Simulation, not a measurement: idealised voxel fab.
The following process module bears the name voxel trench capacitor.
cross-section cut | 285 nm wide | cells 5 nm
When this document writes out a cross-section, it uses a grid of square cells and lists it as bands, beginning at the top and moving down, with a band standing for one or more rows of cells. It is stipulated that each band's entry specify, in nanometres, the height of the top of the band and then that of its bottom, followed by the materials of the band in left-to-right sequence, each together with its width in nanometres. A single material marked by the word "all across" is understood to fill the band from edge to edge; the word "blank" is understood to denote empty space. The reference from which all heights are counted is 0, the level beneath which the as-received wafer is entirely one material; the lowest band, having no lower bound, proceeds downward and is written after the example "0 down". Width: "30 to 40" (first number = top row, second number = bottom row, same change from row to row of cells). For the purposes of this document, the phrase "all unchanged" attached to a step denotes that no cell within the cross-section was modified by that step. What "Closed void listing" gives you is every empty space of 8 cells or more that is cut off from the top. Each appears as width x height at distance, with the distance taken from the left edge and width, height and distance all in nm. Read whatever lies past the settings on a step's line as the simulator's own remark about the step. A step's line can hold "overlay nm"; with a mask on that step, the setting says how far right of the planned place the mask lay, while a negative setting says it lay to the left.

# These are the steps we planned for the process
1: RECEIVE [material Si]
2: CONFORMAL_DEP [material SiN] [thk nm 5]
3: DIRECTIONAL_DEP [material aC] [thk nm 10]
4: PATTERN [tone open] [mask id TRENCH] [material resist] [width nm 25] [pitch nm 40] [thk nm 30] [overlay nm 0]
5: DIRECTIONAL_ETCH [etch materials aC] [depth nm 10]
6: STRIP [etch materials resist]
7: DIRECTIONAL_ETCH [etch materials SiN] [depth nm 5]
8: DIRECTIONAL_ETCH [etch materials Si] [depth nm 40]
9: STRIP [etch materials aC]
10: CONFORMAL_DEP [material Al2O3] [thk nm 5]
11: CONFORMAL_DEP [material TiN] [thk nm 5]
12: FILL_DEP [material W] [thk nm 10]
13: CMP [height nm 5]

# Cross-section: wafer on arrival = after step 1
> 0 down = Si all across
> Closed void listing: none

# Cross-section taken at module completion on the first of two wafers; processed per the plan
> 5 to 0 = SiN (110)  Al2O3 (5)  TiN (5)  W (5)  TiN (5)  Al2O3 (5)  SiN (15)  Al2O3 (5)  TiN (5)  W (5)  TiN (5)  Al2O3 (5)  SiN (110)
> 0 to -30 = Si (110)  Al2O3 (5)  TiN (5)  W (5)  TiN (5)  Al2O3 (5)  Si (15)  Al2O3 (5)  TiN (5)  W (5)  TiN (5)  Al2O3 (5)  Si (110)
> -30 to -35 = Si (110)  Al2O3 (5)  TiN (15)  Al2O3 (5)  Si (15)  Al2O3 (5)  TiN (15)  Al2O3 (5)  Si (110)
> -35 to -40 = Si (110)  Al2O3 (25)  Si (15)  Al2O3 (25)  Si (110)
> -40 down = Si all across
> Closed void listing: none

# End of module, second wafer, cross-section. Started like the first, planned like the first, run with one mistake
> 5 to 0 = SiN (110)  TiN (5)  Al2O3 (5)  W (5)  Al2O3 (5)  TiN (5)  SiN (15)  TiN (5)  Al2O3 (5)  W (5)  Al2O3 (5)  TiN (5)  SiN (110)
> 0 to -30 = Si (110)  TiN (5)  Al2O3 (5)  W (5)  Al2O3 (5)  TiN (5)  Si (15)  TiN (5)  Al2O3 (5)  W (5)  Al2O3 (5)  TiN (5)  Si (110)
> -30 to -35 = Si (110)  TiN (5)  Al2O3 (15)  TiN (5)  Si (15)  TiN (5)  Al2O3 (15)  TiN (5)  Si (110)
> -35 to -40 = Si (110)  TiN (25)  Si (15)  TiN (25)  Si (110)
> -40 down = Si all across
> Closed void listing: none
Nonconformance to the process plan: step 10 ran in the slot meant for step 11, and vice versa
Wrapping up, a cell-based count of both wafers puts the second over or under the first for these materials: -8 Al2O3 | +8 TiN
